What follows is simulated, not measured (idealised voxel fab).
A process module follows: voxel self aligned vias.
Cross-section cut spans 285 nm and uses square cells 5 nm in size.
How to read a cross-section here: the picture is a grid of square cells, written as bands going from the top down, and any band can span one or more rows of cells.
This entry defines a band. It first specifies the height of the band's top and the height of its bottom in nm, and then specifies the band's materials from left to right, stating each material with its width in nm. The word "throughout" identifies a single material that fills the band from edge to edge, while the word "blank" identifies empty space.
We count height from 0. Below that, the starting wafer is all one material. The lowest band never ends at the bottom but goes on down; see "0 and below" for how that is written.
Per-row width for "30 to 40": begins at first number (top row of band), ends at second number (bottom row), increment between rows held constant.
Any step labelled "remains unaltered" changed none of the cells in the cross-section.
In the "Closed cavity list" entry, you get each enclosed empty space of 8 cells or more, one with no open way to the top, written width x height at distance, distance from the left edge, in nm.
On each step's line, the part that comes after the settings is the simulator's own comment on the step.
What "overlay nm" on a step's line means: if the step has a mask, that mask lay this far to the right of its planned place, or, when the value is negative, to the left.
The planned process steps are enumerated hereunder
- 1: RECEIVE,material Si
- 2: CONFORMAL_DEP,material SiO2,thk nm 15
- 3: CONFORMAL_DEP,material SiCN,thk nm 5
- 4: DIRECTIONAL_DEP,material SiO2,thk nm 20
- 5: DIRECTIONAL_DEP,material aC,thk nm 15
- 6: PATTERN,tone open,mask id LINES,material resist,width nm 20,pitch nm 55,thk nm 30,overlay nm 0
- 7: DIRECTIONAL_ETCH,etch materials aC,depth nm 15
- 8: STRIP,etch materials resist
- 9: DIRECTIONAL_ETCH,etch materials SiO2,depth nm 20
- 10: STRIP,etch materials aC
- 11: CONFORMAL_DEP,material TiN,thk nm 5
- 12: FILL_DEP,material Ru,thk nm 5
- 13: CMP,height nm 40
- 14: SELECTIVE_ETCH,etch materials W Ru TiN,depth nm 10
- 15: FILL_DEP,material SiN,thk nm 10
- 16: CMP,height nm 40
- 17: DIRECTIONAL_DEP,material SiO2,thk nm 20
- 18: PATTERN,tone open,mask id VIAS,material resist,width nm 30,thk nm 15,overlay nm 0
- 19: DIRECTIONAL_ETCH,etch materials SiO2,depth nm 20
- 20: DIRECTIONAL_ETCH,etch materials SiN,depth nm 10
- 21: STRIP,etch materials resist
- 22: CONFORMAL_DEP,material TiN,thk nm 5
- 23: FILL_DEP,material Cu,thk nm 5
- 24: CMP,height nm 60
- 25: CONFORMAL_DEP,material SiCN,thk nm 5
Wafer as received: cross-section following step 1
0 and below | Si throughout
Closed cavity list: none
Module complete - cross-section of the first of two wafers, run according to plan
65 down to 60 | SiCN throughout
60 down to 45 | SiO2=100 / TiN=5 / Cu=20 / TiN=5 / SiO2=155
45 down to 40 | SiO2=100 / TiN=10 / Cu=10 / TiN=10 / SiO2=155
40 down to 35 | SiO2=105 / TiN=5 / Cu=10 / TiN=5 / SiO2=35 / SiN=20 / SiO2=105
35 down to 30 | SiO2=105 / TiN=20 / SiO2=35 / SiN=20 / SiO2=105
30 down to 25 | SiO2=105 / TiN=5 / Ru=10 / TiN=5 / SiO2=35 / TiN=5 / Ru=10 / TiN=5 / SiO2=105
25 down to 20 | SiO2=105 / TiN=20 / SiO2=35 / TiN=20 / SiO2=105
20 down to 15 | SiCN throughout
15 down to 0 | SiO2 throughout
0 and below | Si throughout
Closed cavity list: none
Second wafer of the two, sectioned at the end of the module. It began like the first and followed the same plan, but one mistake was made while running it
65 down to 60 | SiCN throughout
60 down to 45 | SiO2=105 / TiN=5 / Cu=20 / TiN=5 / SiO2=150
45 down to 40 | SiO2=105 / TiN=5 / Cu=10 / TiN=15 / SiO2=150
40 down to 35 | SiO2=105 / TiN=5 / Cu=10 / TiN=5 / SiO2=35 / SiN=20 / SiO2=105
35 down to 30 | SiO2=105 / TiN=20 / SiO2=35 / SiN=20 / SiO2=105
30 down to 25 | SiO2=105 / TiN=5 / Ru=10 / TiN=5 / SiO2=35 / TiN=5 / Ru=10 / TiN=5 / SiO2=105
25 down to 20 | SiO2=105 / TiN=20 / SiO2=35 / TiN=20 / SiO2=105
20 down to 15 | SiCN throughout
15 down to 0 | SiO2 throughout
0 and below | Si throughout
Closed cavity list: none
Against the plan, the run slipped here: step 18 ran as: PATTERN,tone open,mask id VIAS,material resist,width nm 30,thk nm 15,overlay nm 5
Heads up: at the end the two wafers have identical cell counts per material, they're just laid out differently.
